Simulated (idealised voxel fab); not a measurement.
process module | voxel self aligned vias
cross-section cut | 145 nm wide | cells 5 nm
A cross-section is a grid of square cells, given in bands from the top down. A band is one or more rows of cells.
Each band's line starts with the height of the band's top and of its bottom, in nm. Then come its materials from left to right, each with its width in nm. One material with "throughout" fills the band from edge to edge. "air" is empty space.
Height 0 is the level under which the wafer as received is all one material. The lowest band goes on downwards, as in "0 down".
A width such as "30 to 40" changes by the same amount from each row of cells to the next, from the band's top row to its bottom row.
"no change" after a step means that no cell of the cross-section changed.
closed voids: empty space of 8 cells or more with no open way to the top, each as width x height at its distance from the left edge, in nm
after a step's settings: what the simulator itself notes on the step
overlay nm, on a step with a mask: how far to the right of its planned place the mask lay; to the left if negative
plan
1 op RECEIVE | material Si
2 op CONFORMAL_DEP | material SiO2 | thk nm 10
3 op CONFORMAL_DEP | material SiCN | thk nm 5
4 op DIRECTIONAL_DEP | material SiO2 | thk nm 30
5 op DIRECTIONAL_DEP | material aC | thk nm 10
6 op PATTERN | tone open | mask id LINES | material resist | width nm 30 | pitch nm 65 | thk nm 25 | overlay nm 0
7 op DIRECTIONAL_ETCH | etch materials aC | depth nm 10
8 op STRIP | etch materials resist
9 op DIRECTIONAL_ETCH | etch materials SiO2 | depth nm 30
10 op STRIP | etch materials aC
11 op CONFORMAL_DEP | material TiN | thk nm 5
12 op FILL_DEP | material W | thk nm 5
13 op CMP | height nm 45
14 op SELECTIVE_ETCH | etch materials W Ru TiN | depth nm 5
15 op FILL_DEP | material SiN | thk nm 10
16 op CMP | height nm 45
17 op DIRECTIONAL_DEP | material SiO2 | thk nm 20
18 op MASKED_ETCH | tone open | mask id VIAS | width nm 50 | etch materials SiO2 | depth nm 20 | overlay nm 0
19 op MASKED_ETCH | tone open | mask id VIAS | width nm 50 | etch materials SiN | depth nm 10 | overlay nm 0
20 op CONFORMAL_DEP | material TiN | thk nm 5
21 op FILL_DEP | material Cu | thk nm 10
22 op CMP | height nm 65
23 op CONFORMAL_DEP | material SiCN | thk nm 5
varied across the wafers: depth nm of step 14. The plan shows the first wafer's value. All wafers start alike
first wafer as received, after step 1
  0 down: Si throughout
  closed voids: none
each wafer at the end: cells of each material gained (+) or lost (-) since it was received, then its closed voids
depth nm 5 | +28 Cu | +58 SiCN | +6 SiN | +236 SiO2 | +46 TiN | +32 W | closed voids: none
depth nm 10 | +32 Cu | +58 SiCN | +12 SiN | +236 SiO2 | +44 TiN | +24 W | closed voids: none
depth nm 15 | +32 Cu | +58 SiCN | +24 SiN | +236 SiO2 | +40 TiN | +16 W | closed voids: none
depth nm 20 | +32 Cu | +58 SiCN | +36 SiN | +236 SiO2 | +36 TiN | +8 W | closed voids: none
depth nm 25 | +32 Cu | +58 SiCN | +48 SiN | +236 SiO2 | +32 TiN | closed voids: none
